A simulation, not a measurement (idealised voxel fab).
Module name: voxel ribs on slabs (process module)
Pictured: cross-section cut, 185 nm wide, on a grid of 5 nm square cells.
Just so we're on the same page, the cross-sections are grids of square cells, and they're listed out in bands top to bottom, each band one or more rows deep. A band entry consists of two parts. The first gives the height of the band's top and the height of its bottom, in nm. The rest lists the band's materials from left to right, each with its width in nm. A single material labelled with the word "edge to edge" fills the band from edge to edge, and the word "air" marks empty space. Basically, 0 is our baseline, since under it the wafer straight out of the box is all one material. The bottom band has no lower end and keeps on going down, so it looks like "from 0 down". Note: "30->40" means the width goes from the first number (top row of the band) to the second number (bottom row) in equal steps per row of cells. Basically "nothing changed" means that step didn't change any cell in the cross-section. The list in "Closed internal voids" covers empty spaces of 8 cells or more that cannot reach the top through any open way, and it gives each as width x height at distance; the distance is from the left edge, and width, height and distance are in nm. If you see something after the settings on a step's line, that's the simulator's own remark about that step. When a step includes a mask, the "overlay nm" setting on its line states how far to the right of its planned place that mask lay, and negative values state how far to the left.

**Process steps foreseen in the plan**
1 RECEIVE (material Si)
2 DIRECTIONAL_DEP (material SiO2; thk nm 30)
3 DIRECTIONAL_DEP (material SiN; thk nm 15)
4 DIRECTIONAL_DEP (material aC; thk nm 15)
5 PATTERN (tone cover; mask id RIB; material resist; width nm 30; thk nm 35; overlay nm 0)
6 DIRECTIONAL_ETCH (etch materials aC; depth nm 15)
7 STRIP (etch materials resist)
8 DIRECTIONAL_ETCH (etch materials SiN; depth nm 5)
9 STRIP (etch materials aC)
10 DIRECTIONAL_DEP (material aC; thk nm 10)
11 PATTERN (tone cover; mask id SLAB; material resist; width nm 80; thk nm 30; overlay nm -15)
12 DIRECTIONAL_ETCH (etch materials aC; depth nm 10)
13 STRIP (etch materials resist)
14 DIRECTIONAL_ETCH (etch materials SiN; depth nm 10)
15 STRIP (etch materials aC)
16 FILL_DEP (material SiO2; thk nm 15)
17 CMP (height nm 55)
18 DIRECTIONAL_DEP (material W; thk nm 10)
19 MASKED_ETCH (tone cover; mask id HEATER; width nm 40; etch materials W; depth nm 10; overlay nm 0)
20 CONFORMAL_DEP (material SiN; thk nm 10)
Don't read the plan's overlay nm for step 11 as applying to every wafer: that's the first wafer's value, and the wafers differ in it, though they all start identical.

**Cut through the first of several wafers as received, post step 1**
- from 0 down  Si edge to edge
- Closed internal voids: none

**First of several wafers, sectioned at end of module (last step: step 20)**
- from 75 to 65  60 air / 60 SiN / 65 air
- from 65 to 55  70 SiN / 40 W / 75 SiN
- from 55 to 45  SiO2 edge to edge
- from 45 to 40  75 SiO2 / 30 SiN / 80 SiO2
- from 40 to 30  35 SiO2 / 80 SiN / 70 SiO2
- from 30 to 0  SiO2 edge to edge
- from 0 down  Si edge to edge
- Closed internal voids: none

**At the end of the module, the last of several wafers in cross-section**
- from 75 to 65  60 air / 60 SiN / 65 air
- from 65 to 55  70 SiN / 40 W / 75 SiN
- from 55 to 45  SiO2 edge to edge
- from 45 to 40  75 SiO2 / 30 SiN / 80 SiO2
- from 40 to 30  65 SiO2 / 80 SiN / 40 SiO2
- from 30 to 0  SiO2 edge to edge
- from 0 down  Si edge to edge
- Closed internal voids: none

**Where each wafer stands at the end of the module, a row apiece: cells of each material gained (+) or lost (-) since it was received, then closed voids**
overlay nm -15; +120 SiN; +369 SiO2; +16 W; Closed internal voids: none
overlay nm -10; +120 SiN; +369 SiO2; +16 W; Closed internal voids: none
overlay nm -5; +120 SiN; +369 SiO2; +16 W; Closed internal voids: none
overlay nm 0; +120 SiN; +369 SiO2; +16 W; Closed internal voids: none
overlay nm 5; +120 SiN; +369 SiO2; +16 W; Closed internal voids: none
overlay nm 10; +120 SiN; +369 SiO2; +16 W; Closed internal voids: none
overlay nm 15; +120 SiN; +369 SiO2; +16 W; Closed internal voids: none
